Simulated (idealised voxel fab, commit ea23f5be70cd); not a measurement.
voxel lift off: a process module
For reference, the cross-section in this document is cut, with width 250 nm and square cells of 5 nm.
How to read a cross-section here: the picture is a grid of square cells, written as bands going from the top down, and any band can span one or more rows of cells. First you get the band's top height and its bottom height, in nm, and then the materials it's made of, left to right, with each width in nm. If you see a single material with "everywhere", that one covers the band edge to edge. "blank" is empty space. Height is counted from the level 0, under which the received wafer is composed throughout of one material. The lowest of the bands is not closed at the bottom but continues downward, in the notation "0 nm and below". Width spec "30..40" -> top row of cells at first value, bottom row at second value, equal per-row change in between. Step marked "changes: none"? Then no cell in the cross-section changed in it. "Entrapped void list" contains a list of empty spaces, each no smaller than 8 cells and without an open way to the top, written in the form width x height at distance with the distance from the left edge and all three in nm. That trailing text on a step's line, after the settings, is the simulator's own remark on the step. overlay nm: for a step with a mask, the amount by which the mask lay right of where it was planned; a negative amount means left of it.

List of planned process steps:
1,RECEIVE,material Si
2,CONFORMAL_DEP,material SiO2,thk nm 15
3,PATTERN,tone open,mask id LINES,material resist,width nm 30,pitch nm 55,thk nm 30,overlay nm 0
4,DIRECTIONAL_DEP,material Ru,thk nm 15
5,STRIP,etch materials resist
6,CONFORMAL_DEP,material SiO2,thk nm 10

So this is the incoming wafer in cross-section - it's already been through step 1:
> 0 nm and below = Si everywhere
> Entrapped void list: none

The module was run from the start shown above using the plan shown above, but one mistake was made doing it; the resulting wafer cross-section is below:
> 40 nm to 30 nm = SiO2 90  blank 10  SiO2 45  blank 10  SiO2 95
> 30 nm to 25 nm = Ru 80  SiO2 10  blank 10  SiO2 10  Ru 25  SiO2 10  blank 10  SiO2 10  Ru 85
> 25 nm to 15 nm = Ru 80  SiO2 30  Ru 25  SiO2 30  Ru 85
> 15 nm to 0 nm = SiO2 everywhere
> 0 nm and below = Si everywhere
> Entrapped void list: none
Heads up, the wafer didn't run the way we planned it: step 3 ran as: PATTERN,tone cover,mask id LINES,material resist,width nm 30,pitch nm 55,thk nm 30,overlay nm 0
